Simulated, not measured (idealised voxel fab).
Process module, titled voxel air gaps
Xsec cut, 180 nm wide, square cell size 5 nm.
When this document writes out a cross-section, it uses a grid of square cells and lists it as bands, beginning at the top and moving down, with a band standing for one or more rows of cells.
First you get the band's top height and its bottom height, in nm, and then the materials it's made of, left to right, with each width in nm. If you see a single material with "all across", that one covers the band edge to edge. "empty" is empty space.
Heights are reckoned from 0. Under this level, the received wafer is all of one material. The bottommost band is open-ended downward, for example "0..down".
Per-row width for "30->40": begins at first number (top row of band), ends at second number (bottom row), increment between rows held constant.
No cell of the cross-section changed in a step that is given as "all unchanged".
Enclosed voids (no open way to top), threshold 8 cells or more, entry "Fully sealed voids", notation width x height at distance, distance from left edge, nm.
Read whatever lies past the settings on a step's line as the simulator's own remark about the step.
You can add "overlay nm" to a step's line. For a step with a mask, it describes how far the mask lay to the right of its planned position, and a negative number describes a lay to the left.

Planned step list for the process
1: RECEIVE with material Si
2: CONFORMAL_DEP with material SiO2, thk nm 10
3: CONFORMAL_DEP with material SiN, thk nm 5
4: DIRECTIONAL_DEP with material SiO2, thk nm 40
5: MASKED_ETCH with tone open, mask id LINES, width nm 25, pitch nm 55, etch materials SiO2, depth nm 40, overlay nm 0
6: CONFORMAL_DEP with material TiN, thk nm 5
7: FILL_DEP with material Ru, thk nm 10
8: CMP with height nm 55
9: EPI with material Ru, thk nm 10
10: SELECTIVE_ETCH with etch materials SiO2, depth nm 50
11: CONFORMAL_DEP with material SiCN, thk nm 5

Wafer at receipt (post step 1), cross-section
0..down = Si all across
Fully sealed voids: none

End-of-module cross-section. Starting structure and process plan as above; one mistake made in running it
70..65 = empty=15, then SiCN=165
65..55 = empty=15, then SiCN=5, then Ru=45, then SiCN=10, then Ru=45, then SiCN=10, then Ru=45, then SiCN=5
55..50 = empty=15, then SiCN=15, then TiN=5, then Ru=15, then TiN=5, then SiCN=30, then TiN=5, then Ru=15, then TiN=5, then SiCN=30, then TiN=5, then Ru=15, then TiN=5, then SiCN=15
50..20 = empty=25, then SiCN=5, then TiN=5, then Ru=15, then TiN=5, then SiCN=5, then empty=20, then SiCN=5, then TiN=5, then Ru=15, then TiN=5, then SiCN=5, then empty=20, then SiCN=5, then TiN=5, then Ru=15, then TiN=5, then SiCN=5, then empty=10
20..15 = SiCN=30, then TiN=25, then SiCN=30, then TiN=25, then SiCN=30, then TiN=25, then SiCN=15
15..10 = SiN all across
10..0 = SiO2 all across
0..down = Si all across
Fully sealed voids: 20 x 30 at 60; 20 x 30 at 115; 10 x 30 at 170
Against the plan, the run slipped here: contrary to plan, step 5 was performed as MASKED_ETCH with tone open, mask id LINES, width nm 25, pitch nm 55, etch materials SiO2, depth nm 40, overlay nm 10
